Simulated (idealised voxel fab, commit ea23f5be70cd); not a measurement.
The following process module bears the name voxel wiring stack.
195 nm wide, 5 nm square cells: that's cross-section cut.
Cross-section layout: square cells on a grid; listed as bands, top to bottom; a band spans one or more cell rows.
Basically the band line says how high the top is and how high the bottom is, in nm, and then what's in it from left to right, every material with its width in nm. Empty space shows up as "blank", and if a single material carries "throughout" it runs the full band edge to edge.
Basically, 0 is our baseline, since under it the wafer straight out of the box is all one material. The bottom band has no lower end and keeps on going down, so it looks like "0..down".
A width such as "30..40" changes by the same amount from each row of cells to the next, from the band's top row to its bottom row.
For the purposes of this document, the phrase "nothing different" attached to a step denotes that no cell within the cross-section was modified by that step.
Tabulated closed voids: empty space of 8 cells or more with no open way to the top, each as width x height at its distance from the left edge, in nm
Note: text after step settings on the step line = simulator remark on that step.
"overlay nm" denotes, for a step that has a mask, the displacement of the mask to the right of its planned place, with negative values corresponding to the left.
Process steps (planned):
1. RECEIVE,material Si
2. CONFORMAL_DEP,material SiO2,thk nm 15
3. DIRECTIONAL_DEP,material TiN,thk nm 5
4. DIRECTIONAL_DEP,material Ru,thk nm 20
5. PATTERN,tone cover,mask id METAL_1,material resist,width nm 20,pitch nm 45,thk nm 20,overlay nm 0
6. DIRECTIONAL_ETCH,etch materials Ru,depth nm 20
7. DIRECTIONAL_ETCH,etch materials TiN,depth nm 5
8. STRIP,etch materials resist
9. FILL_DEP,material lowk,thk nm 10
10. CMP,height nm 40
11. CONFORMAL_DEP,material SiCN,thk nm 5
12. DIRECTIONAL_DEP,material lowk,thk nm 15
13. DIRECTIONAL_DEP,material aC,thk nm 15
14. PATTERN,tone open,mask id PLUG_1,material resist,width nm 15,pitch nm 45,thk nm 35,overlay nm 0
15. DIRECTIONAL_ETCH,etch materials aC,depth nm 15
16. STRIP,etch materials resist
17. DIRECTIONAL_ETCH,etch materials lowk,depth nm 15
18. DIRECTIONAL_ETCH,etch materials SiCN,depth nm 5
19. STRIP,etch materials aC
20. EPI,material Ru,thk nm 10
21. EPI,material Ru,thk nm 10
22. CONFORMAL_DEP,material SiN,thk nm 5
23. DIRECTIONAL_DEP,material SiO2,thk nm 15
24. DIRECTIONAL_DEP,material aC,thk nm 10
25. PATTERN,tone open,mask id METAL_2,material resist,width nm 20,pitch nm 45,thk nm 30,overlay nm 0
26. DIRECTIONAL_ETCH,etch materials aC,depth nm 10
27. STRIP,etch materials resist
28. DIRECTIONAL_ETCH,etch materials SiO2,depth nm 15
29. DIRECTIONAL_ETCH,etch materials SiN,depth nm 5
30. STRIP,etch materials aC
31. CONFORMAL_DEP,material TiN,thk nm 5
32. FILL_DEP,material Cu,thk nm 10
33. CMP,height nm 80
34. CONFORMAL_DEP,material SiCN,thk nm 5
35. DIRECTIONAL_DEP,material lowk,thk nm 30
36. DIRECTIONAL_DEP,material aC,thk nm 15
37. PATTERN,tone open,mask id METAL_3,material resist,width nm 20,pitch nm 45,thk nm 35,overlay nm 0
38. DIRECTIONAL_ETCH,etch materials aC,depth nm 15
39. STRIP,etch materials resist
40. DIRECTIONAL_ETCH,etch materials lowk,depth nm 15
41. STRIP,etch materials aC
42. MASKED_ETCH,tone open,mask id METAL_3_HOLES,width nm 15,pitch nm 45,etch materials lowk,depth nm 15,overlay nm 0
43. MASKED_ETCH,tone open,mask id METAL_3_HOLES,width nm 15,pitch nm 45,etch materials SiCN,depth nm 5,overlay nm 0
44. CONFORMAL_DEP,material TiN,thk nm 5
45. FILL_DEP,material Cu,thk nm 5
46. CMP,height nm 115
47. CONFORMAL_DEP,material SiCN,thk nm 5
48. DIRECTIONAL_DEP,material lowk,thk nm 10
49. MASKED_ETCH,tone open,mask id PLUG_3,width nm 15,pitch nm 45,etch materials lowk,depth nm 10,overlay nm 0
50. MASKED_ETCH,tone open,mask id PLUG_3,width nm 15,pitch nm 45,etch materials SiCN,depth nm 5,overlay nm 0
51. CONFORMAL_DEP,material TiN,thk nm 5
52. FILL_DEP,material Cu,thk nm 5
53. CMP,height nm 130
54. CONFORMAL_DEP,material SiCN,thk nm 5
55. DIRECTIONAL_DEP,material SiO2,thk nm 25
56. DIRECTIONAL_DEP,material aC,thk nm 10
57. PATTERN,tone open,mask id METAL_4,material resist,width nm 20,pitch nm 45,thk nm 25,overlay nm 0
58. DIRECTIONAL_ETCH,etch materials aC,depth nm 10
59. STRIP,etch materials resist
60. DIRECTIONAL_ETCH,etch materials SiO2,depth nm 25
61. DIRECTIONAL_ETCH,etch materials SiCN,depth nm 5
62. STRIP,etch materials aC
63. CONFORMAL_DEP,material TiN,thk nm 5
64. FILL_DEP,material Cu,thk nm 5
65. CMP,height nm 160
66. CONFORMAL_DEP,material SiCN,thk nm 5
First wafer out of two, processed as planned:
This is the cross-section of the wafer as we received it, i.e. after step 1:
  0..down | Si throughout
  Tabulated closed voids: none
Step 2 complete: cross-section through the wafer:
  15..0 | SiO2 throughout
  Lower than 0, everything is as it was.
Step 3 complete: cross-section through the wafer:
  20..15 | TiN throughout
  Lower than 15, everything is as it was.
Step 4 complete: cross-section through the wafer:
  40..20 | Ru throughout
  Lower than 20, everything is as it was.
Step 5 complete: cross-section through the wafer:
  60..40 | 40 blank  20 resist  25 blank  20 resist  25 blank  20 resist  45 blank
  Lower than 40, everything is as it was.
Step 6 complete: cross-section through the wafer:
  60..40 | 40 blank  20 resist  25 blank  20 resist  25 blank  20 resist  45 blank
  40..20 | 40 blank  20 Ru  25 blank  20 Ru  25 blank  20 Ru  45 blank
  Lower than 20, everything is as it was.
Step 7 complete: cross-section through the wafer:
  60..40 | 40 blank  20 resist  25 blank  20 resist  25 blank  20 resist  45 blank
  40..20 | 40 blank  20 Ru  25 blank  20 Ru  25 blank  20 Ru  45 blank
  20..15 | 40 blank  20 TiN  25 blank  20 TiN  25 blank  20 TiN  45 blank
  Lower than 15, everything is as it was.
Step 8 complete: cross-section through the wafer:
  40..20 | 40 blank  20 Ru  25 blank  20 Ru  25 blank  20 Ru  45 blank
  Lower than 20, everything is as it was.
Step 9 complete: cross-section through the wafer:
  50..40 | lowk throughout
  40..20 | 40 lowk  20 Ru  25 lowk  20 Ru  25 lowk  20 Ru  45 lowk
  20..15 | 40 lowk  20 TiN  25 lowk  20 TiN  25 lowk  20 TiN  45 lowk
  Lower than 15, everything is as it was.
Step 10 complete: cross-section through the wafer:
  40..20 | 40 lowk  20 Ru  25 lowk  20 Ru  25 lowk  20 Ru  45 lowk
  Lower than 20, everything is as it was.
Step 11 complete: cross-section through the wafer:
  45..40 | SiCN throughout
  Lower than 40, everything is as it was.
Step 12 complete: cross-section through the wafer:
  60..45 | lowk throughout
  Lower than 45, everything is as it was.
Step 13 complete: cross-section through the wafer:
  75..60 | aC throughout
  Lower than 60, everything is as it was.
Step 14 complete: cross-section through the wafer:
  110..75 | 40 resist  15 blank  30 resist  15 blank  30 resist  15 blank  50 resist
  Lower than 75, everything is as it was.
Step 15 complete: cross-section through the wafer:
  95..75 | 40 resist  15 blank  30 resist  15 blank  30 resist  15 blank  50 resist
  75..60 | 40 aC  15 blank  30 aC  15 blank  30 aC  15 blank  50 aC
  Lower than 60, everything is as it was.
Step 16 complete: cross-section through the wafer:
  75..60 | 40 aC  15 blank  30 aC  15 blank  30 aC  15 blank  50 aC
  Lower than 60, everything is as it was.
Step 17 complete: cross-section through the wafer:
  75..60 | 40 aC  15 blank  30 aC  15 blank  30 aC  15 blank  50 aC
  60..45 | 40 lowk  15 blank  30 lowk  15 blank  30 lowk  15 blank  50 lowk
  Lower than 45, everything is as it was.
Step 18 complete: cross-section through the wafer:
  75..60 | 40 aC  15 blank  30 aC  15 blank  30 aC  15 blank  50 aC
  60..45 | 40 lowk  15 blank  30 lowk  15 blank  30 lowk  15 blank  50 lowk
  45..40 | 40 SiCN  15 blank  30 SiCN  15 blank  30 SiCN  15 blank  50 SiCN
  Lower than 40, everything is as it was.
Step 19 complete: cross-section through the wafer:
  60..45 | 40 lowk  15 blank  30 lowk  15 blank  30 lowk  15 blank  50 lowk
  Lower than 45, everything is as it was.
Step 20 complete: cross-section through the wafer:
  60..50 | 40 lowk  15 blank  30 lowk  15 blank  30 lowk  15 blank  50 lowk
  50..45 | 40 lowk  15 Ru  30 lowk  15 Ru  30 lowk  15 Ru  50 lowk
  45..40 | 40 SiCN  15 Ru  30 SiCN  15 Ru  30 SiCN  15 Ru  50 SiCN
  Lower than 40, everything is as it was.
Step 21 complete: cross-section through the wafer:
  60..45 | 40 lowk  15 Ru  30 lowk  15 Ru  30 lowk  15 Ru  50 lowk
  Lower than 45, everything is as it was.
Step 22 complete: cross-section through the wafer:
  65..60 | SiN throughout
  Lower than 60, everything is as it was.
Step 23 complete: cross-section through the wafer:
  80..65 | SiO2 throughout
  Lower than 65, everything is as it was.
Step 24 complete: cross-section through the wafer:
  90..80 | aC throughout
  Lower than 80, everything is as it was.
Step 25 complete: cross-section through the wafer:
  120..90 | 40 resist  20 blank  25 resist  20 blank  25 resist  20 blank  45 resist
  Lower than 90, everything is as it was.
Step 26 complete: cross-section through the wafer:
  110..90 | 40 resist  20 blank  25 resist  20 blank  25 resist  20 blank  45 resist
  90..80 | 40 aC  20 blank  25 aC  20 blank  25 aC  20 blank  45 aC
  Lower than 80, everything is as it was.
Step 27 complete: cross-section through the wafer:
  90..80 | 40 aC  20 blank  25 aC  20 blank  25 aC  20 blank  45 aC
  Lower than 80, everything is as it was.
Step 28 complete: cross-section through the wafer:
  90..80 | 40 aC  20 blank  25 aC  20 blank  25 aC  20 blank  45 aC
  80..65 | 40 SiO2  20 blank  25 SiO2  20 blank  25 SiO2  20 blank  45 SiO2
  Lower than 65, everything is as it was.
Step 29 complete: cross-section through the wafer:
  90..80 | 40 aC  20 blank  25 aC  20 blank  25 aC  20 blank  45 aC
  80..65 | 40 SiO2  20 blank  25 SiO2  20 blank  25 SiO2  20 blank  45 SiO2
  65..60 | 40 SiN  20 blank  25 SiN  20 blank  25 SiN  20 blank  45 SiN
  Lower than 60, everything is as it was.
Step 30 complete: cross-section through the wafer:
  80..65 | 40 SiO2  20 blank  25 SiO2  20 blank  25 SiO2  20 blank  45 SiO2
  Lower than 65, everything is as it was.
Step 31 complete: cross-section through the wafer:
  85..80 | 45 TiN  10 blank  35 TiN  10 blank  35 TiN  10 blank  50 TiN
  80..65 | 40 SiO2  5 TiN  10 blank  5 TiN  25 SiO2  5 TiN  10 blank  5 TiN  25 SiO2  5 TiN  10 blank  5 TiN  45 SiO2
  65..60 | 40 SiN  20 TiN  25 SiN  20 TiN  25 SiN  20 TiN  45 SiN
  Lower than 60, everything is as it was.
Step 32 complete: cross-section through the wafer:
  95..85 | Cu throughout
  85..80 | 45 TiN  10 Cu  35 TiN  10 Cu  35 TiN  10 Cu  50 TiN
  80..65 | 40 SiO2  5 TiN  10 Cu  5 TiN  25 SiO2  5 TiN  10 Cu  5 TiN  25 SiO2  5 TiN  10 Cu  5 TiN  45 SiO2
  Lower than 65, everything is as it was.
Step 33 complete: cross-section through the wafer:
  80..65 | 40 SiO2  5 TiN  10 Cu  5 TiN  25 SiO2  5 TiN  10 Cu  5 TiN  25 SiO2  5 TiN  10 Cu  5 TiN  45 SiO2
  Lower than 65, everything is as it was.
Step 34 complete: cross-section through the wafer:
  85..80 | SiCN throughout
  Lower than 80, everything is as it was.
Step 35 complete: cross-section through the wafer:
  115..85 | lowk throughout
  Lower than 85, everything is as it was.
Step 36 complete: cross-section through the wafer:
  130..115 | aC throughout
  Lower than 115, everything is as it was.
Step 37 complete: cross-section through the wafer:
  165..130 | 40 resist  20 blank  25 resist  20 blank  25 resist  20 blank  45 resist
  Lower than 130, everything is as it was.
Step 38 complete: cross-section through the wafer:
  150..130 | 40 resist  20 blank  25 resist  20 blank  25 resist  20 blank  45 resist
  130..115 | 40 aC  20 blank  25 aC  20 blank  25 aC  20 blank  45 aC
  Lower than 115, everything is as it was.
Step 39 complete: cross-section through the wafer:
  130..115 | 40 aC  20 blank  25 aC  20 blank  25 aC  20 blank  45 aC
  Lower than 115, everything is as it was.
Step 40 complete: cross-section through the wafer:
  130..115 | 40 aC  20 blank  25 aC  20 blank  25 aC  20 blank  45 aC
  115..100 | 40 lowk  20 blank  25 lowk  20 blank  25 lowk  20 blank  45 lowk
  Lower than 100, everything is as it was.
Step 41 complete: cross-section through the wafer:
  115..100 | 40 lowk  20 blank  25 lowk  20 blank  25 lowk  20 blank  45 lowk
  Lower than 100, everything is as it was.
Step 42 complete: cross-section through the wafer:
  115..100 | 40 lowk  20 blank  25 lowk  20 blank  25 lowk  20 blank  45 lowk
  100..85 | 40 lowk  15 blank  30 lowk  15 blank  30 lowk  15 blank  50 lowk
  Lower than 85, everything is as it was.
Step 43 complete: cross-section through the wafer:
  115..100 | 40 lowk  20 blank  25 lowk  20 blank  25 lowk  20 blank  45 lowk
  100..85 | 40 lowk  15 blank  30 lowk  15 blank  30 lowk  15 blank  50 lowk
  85..80 | 40 SiCN  15 blank  30 SiCN  15 blank  30 SiCN  15 blank  50 SiCN
  Lower than 80, everything is as it was.
Step 44 complete: cross-section through the wafer:
  120..115 | 45 TiN  10 blank  35 TiN  10 blank  35 TiN  10 blank  50 TiN
  115..105 | 40 lowk  5 TiN  10 blank  5 TiN  25 lowk  5 TiN  10 blank  5 TiN  25 lowk  5 TiN  10 blank  5 TiN  45 lowk
  105..100 | 40 lowk  5 TiN  5 blank  10 TiN  25 lowk  5 TiN  5 blank  10 TiN  25 lowk  5 TiN  5 blank  10 TiN  45 lowk
  100..85 | 40 lowk  5 TiN  5 blank  5 TiN  30 lowk  5 TiN  5 blank  5 TiN  30 lowk  5 TiN  5 blank  5 TiN  50 lowk
  85..80 | 40 SiCN  15 TiN  30 SiCN  15 TiN  30 SiCN  15 TiN  50 SiCN
  Lower than 80, everything is as it was.
Step 45 complete: cross-section through the wafer:
  125..120 | Cu throughout
  120..115 | 45 TiN  10 Cu  35 TiN  10 Cu  35 TiN  10 Cu  50 TiN
  115..105 | 40 lowk  5 TiN  10 Cu  5 TiN  25 lowk  5 TiN  10 Cu  5 TiN  25 lowk  5 TiN  10 Cu  5 TiN  45 lowk
  105..100 | 40 lowk  5 TiN  5 Cu  10 TiN  25 lowk  5 TiN  5 Cu  10 TiN  25 lowk  5 TiN  5 Cu  10 TiN  45 lowk
  100..85 | 40 lowk  5 TiN  5 Cu  5 TiN  30 lowk  5 TiN  5 Cu  5 TiN  30 lowk  5 TiN  5 Cu  5 TiN  50 lowk
  Lower than 85, everything is as it was.
Step 46 complete: cross-section through the wafer:
  115..105 | 40 lowk  5 TiN  10 Cu  5 TiN  25 lowk  5 TiN  10 Cu  5 TiN  25 lowk  5 TiN  10 Cu  5 TiN  45 lowk
  Lower than 105, everything is as it was.
Step 47 complete: cross-section through the wafer:
  120..115 | SiCN throughout
  Lower than 115, everything is as it was.
Step 48 complete: cross-section through the wafer:
  130..120 | lowk throughout
  Lower than 120, everything is as it was.
Step 49 complete: cross-section through the wafer:
  130..120 | 40 lowk  15 blank  30 lowk  15 blank  30 lowk  15 blank  50 lowk
  Lower than 120, everything is as it was.
Step 50 complete: cross-section through the wafer:
  130..120 | 40 lowk  15 blank  30 lowk  15 blank  30 lowk  15 blank  50 lowk
  120..115 | 40 SiCN  15 blank  30 SiCN  15 blank  30 SiCN  15 blank  50 SiCN
  Lower than 115, everything is as it was.
Step 51 complete: cross-section through the wafer:
  135..130 | 45 TiN  5 blank  40 TiN  5 blank  40 TiN  5 blank  55 TiN
  130..120 | 40 lowk  5 TiN  5 blank  5 TiN  30 lowk  5 TiN  5 blank  5 TiN  30 lowk  5 TiN  5 blank  5 TiN  50 lowk
  120..115 | 40 SiCN  15 TiN  30 SiCN  15 TiN  30 SiCN  15 TiN  50 SiCN
  Lower than 115, everything is as it was.
Step 52 complete: cross-section through the wafer:
  140..135 | Cu throughout
  135..130 | 45 TiN  5 Cu  40 TiN  5 Cu  40 TiN  5 Cu  55 TiN
  130..120 | 40 lowk  5 TiN  5 Cu  5 TiN  30 lowk  5 TiN  5 Cu  5 TiN  30 lowk  5 TiN  5 Cu  5 TiN  50 lowk
  Lower than 120, everything is as it was.
Step 53 complete: cross-section through the wafer:
  130..120 | 40 lowk  5 TiN  5 Cu  5 TiN  30 lowk  5 TiN  5 Cu  5 TiN  30 lowk  5 TiN  5 Cu  5 TiN  50 lowk
  Lower than 120, everything is as it was.
Step 54 complete: cross-section through the wafer:
  135..130 | SiCN throughout
  Lower than 130, everything is as it was.
Step 55 complete: cross-section through the wafer:
  160..135 | SiO2 throughout
  Lower than 135, everything is as it was.
Step 56 complete: cross-section through the wafer:
  170..160 | aC throughout
  Lower than 160, everything is as it was.
Step 57 complete: cross-section through the wafer:
  195..170 | 40 resist  20 blank  25 resist  20 blank  25 resist  20 blank  45 resist
  Lower than 170, everything is as it was.
Step 58 complete: cross-section through the wafer:
  185..170 | 40 resist  20 blank  25 resist  20 blank  25 resist  20 blank  45 resist
  170..160 | 40 aC  20 blank  25 aC  20 blank  25 aC  20 blank  45 aC
  Lower than 160, everything is as it was.
Step 59 complete: cross-section through the wafer:
  170..160 | 40 aC  20 blank  25 aC  20 blank  25 aC  20 blank  45 aC
  Lower than 160, everything is as it was.
Step 60 complete: cross-section through the wafer:
  170..160 | 40 aC  20 blank  25 aC  20 blank  25 aC  20 blank  45 aC
  160..135 | 40 SiO2  20 blank  25 SiO2  20 blank  25 SiO2  20 blank  45 SiO2
  Lower than 135, everything is as it was.
Step 61 complete: cross-section through the wafer:
  170..160 | 40 aC  20 blank  25 aC  20 blank  25 aC  20 blank  45 aC
  160..135 | 40 SiO2  20 blank  25 SiO2  20 blank  25 SiO2  20 blank  45 SiO2
  135..130 | 40 SiCN  20 blank  25 SiCN  20 blank  25 SiCN  20 blank  45 SiCN
  Lower than 130, everything is as it was.
Step 62 complete: cross-section through the wafer:
  160..135 | 40 SiO2  20 blank  25 SiO2  20 blank  25 SiO2  20 blank  45 SiO2
  Lower than 135, everything is as it was.
Step 63 complete: cross-section through the wafer:
  165..160 | 45 TiN  10 blank  35 TiN  10 blank  35 TiN  10 blank  50 TiN
  160..135 | 40 SiO2  5 TiN  10 blank  5 TiN  25 SiO2  5 TiN  10 blank  5 TiN  25 SiO2  5 TiN  10 blank  5 TiN  45 SiO2
  135..130 | 40 SiCN  20 TiN  25 SiCN  20 TiN  25 SiCN  20 TiN  45 SiCN
  Lower than 130, everything is as it was.
Step 64 complete: cross-section through the wafer:
  170..165 | Cu throughout
  165..160 | 45 TiN  10 Cu  35 TiN  10 Cu  35 TiN  10 Cu  50 TiN
  160..135 | 40 SiO2  5 TiN  10 Cu  5 TiN  25 SiO2  5 TiN  10 Cu  5 TiN  25 SiO2  5 TiN  10 Cu  5 TiN  45 SiO2
  Lower than 135, everything is as it was.
Step 65 complete: cross-section through the wafer:
  160..135 | 40 SiO2  5 TiN  10 Cu  5 TiN  25 SiO2  5 TiN  10 Cu  5 TiN  25 SiO2  5 TiN  10 Cu  5 TiN  45 SiO2
  Lower than 135, everything is as it was.
Step 66 complete: cross-section through the wafer:
  165..160 | SiCN throughout
  Lower than 160, everything is as it was.
The Second Wafer: Common Origin and Plan, One Mistake in Execution, Identical to the First Through Step 48:
Cross-section of the second wafer when, according to plan, step 49 should have finished:
  130..120 | 40 blank  15 lowk  30 blank  15 lowk  30 blank  15 lowk  50 blank
  Lower than 120, everything is as it was.
Cross-section of the second wafer when, according to plan, step 50 should have finished: nothing different
Cross-section of the second wafer when, according to plan, step 51 should have finished:
  135..130 | 35 blank  25 TiN  20 blank  25 TiN  20 blank  25 TiN  45 blank
  130..125 | 35 blank  5 TiN  15 lowk  5 TiN  20 blank  5 TiN  15 lowk  5 TiN  20 blank  5 TiN  15 lowk  5 TiN  45 blank
  125..120 | 40 TiN  15 lowk  30 TiN  15 lowk  30 TiN  15 lowk  50 TiN
  Lower than 120, everything is as it was.
Cross-section of the second wafer when, according to plan, step 52 should have finished:
  140..135 | Cu throughout
  135..130 | 35 Cu  25 TiN  20 Cu  25 TiN  20 Cu  25 TiN  45 Cu
  130..125 | 35 Cu  5 TiN  15 lowk  5 TiN  20 Cu  5 TiN  15 lowk  5 TiN  20 Cu  5 TiN  15 lowk  5 TiN  45 Cu
  Lower than 125, everything is as it was.
Cross-section of the second wafer when, according to plan, step 53 should have finished:
  130..125 | 35 Cu  5 TiN  15 lowk  5 TiN  20 Cu  5 TiN  15 lowk  5 TiN  20 Cu  5 TiN  15 lowk  5 TiN  45 Cu
  Lower than 125, everything is as it was.
Cross-section of the second wafer when, according to plan, step 54 should have finished:
  135..130 | SiCN throughout
  Lower than 130, everything is as it was.
Cross-section of the second wafer when, according to plan, step 55 should have finished:
  160..135 | SiO2 throughout
  Lower than 135, everything is as it was.
Cross-section of the second wafer when, according to plan, step 56 should have finished:
  170..160 | aC throughout
  Lower than 160, everything is as it was.
Cross-section of the second wafer when, according to plan, step 57 should have finished:
  195..170 | 40 resist  20 blank  25 resist  20 blank  25 resist  20 blank  45 resist
  Lower than 170, everything is as it was.
Cross-section of the second wafer when, according to plan, step 58 should have finished:
  185..170 | 40 resist  20 blank  25 resist  20 blank  25 resist  20 blank  45 resist
  170..160 | 40 aC  20 blank  25 aC  20 blank  25 aC  20 blank  45 aC
  Lower than 160, everything is as it was.
Cross-section of the second wafer when, according to plan, step 59 should have finished:
  170..160 | 40 aC  20 blank  25 aC  20 blank  25 aC  20 blank  45 aC
  Lower than 160, everything is as it was.
Cross-section of the second wafer when, according to plan, step 60 should have finished:
  170..160 | 40 aC  20 blank  25 aC  20 blank  25 aC  20 blank  45 aC
  160..135 | 40 SiO2  20 blank  25 SiO2  20 blank  25 SiO2  20 blank  45 SiO2
  Lower than 135, everything is as it was.
Cross-section of the second wafer when, according to plan, step 61 should have finished:
  170..160 | 40 aC  20 blank  25 aC  20 blank  25 aC  20 blank  45 aC
  160..135 | 40 SiO2  20 blank  25 SiO2  20 blank  25 SiO2  20 blank  45 SiO2
  135..130 | 40 SiCN  20 blank  25 SiCN  20 blank  25 SiCN  20 blank  45 SiCN
  Lower than 130, everything is as it was.
Cross-section of the second wafer when, according to plan, step 62 should have finished:
  160..135 | 40 SiO2  20 blank  25 SiO2  20 blank  25 SiO2  20 blank  45 SiO2
  Lower than 135, everything is as it was.
Cross-section of the second wafer when, according to plan, step 63 should have finished:
  165..160 | 45 TiN  10 blank  35 TiN  10 blank  35 TiN  10 blank  50 TiN
  160..135 | 40 SiO2  5 TiN  10 blank  5 TiN  25 SiO2  5 TiN  10 blank  5 TiN  25 SiO2  5 TiN  10 blank  5 TiN  45 SiO2
  135..130 | 40 SiCN  20 TiN  25 SiCN  20 TiN  25 SiCN  20 TiN  45 SiCN
  Lower than 130, everything is as it was.
Cross-section of the second wafer when, according to plan, step 64 should have finished:
  170..165 | Cu throughout
  165..160 | 45 TiN  10 Cu  35 TiN  10 Cu  35 TiN  10 Cu  50 TiN
  160..135 | 40 SiO2  5 TiN  10 Cu  5 TiN  25 SiO2  5 TiN  10 Cu  5 TiN  25 SiO2  5 TiN  10 Cu  5 TiN  45 SiO2
  Lower than 135, everything is as it was.
Cross-section of the second wafer when, according to plan, step 65 should have finished:
  160..135 | 40 SiO2  5 TiN  10 Cu  5 TiN  25 SiO2  5 TiN  10 Cu  5 TiN  25 SiO2  5 TiN  10 Cu  5 TiN  45 SiO2
  Lower than 135, everything is as it was.
Cross-section of the second wafer when, according to plan, step 66 should have finished:
  165..160 | SiCN throughout
  Lower than 160, everything is as it was.
The plan and the run diverged here: step 49 did not use the planned setting and instead ran as MASKED_ETCH,tone cover,mask id PLUG_3,width nm 15,pitch nm 45,etch materials lowk,depth nm 10,overlay nm 0
at the end the second wafer has, in cells: 18 more of Cu | 9 more of SiCN | 15 more of TiN | 42 fewer of lowk
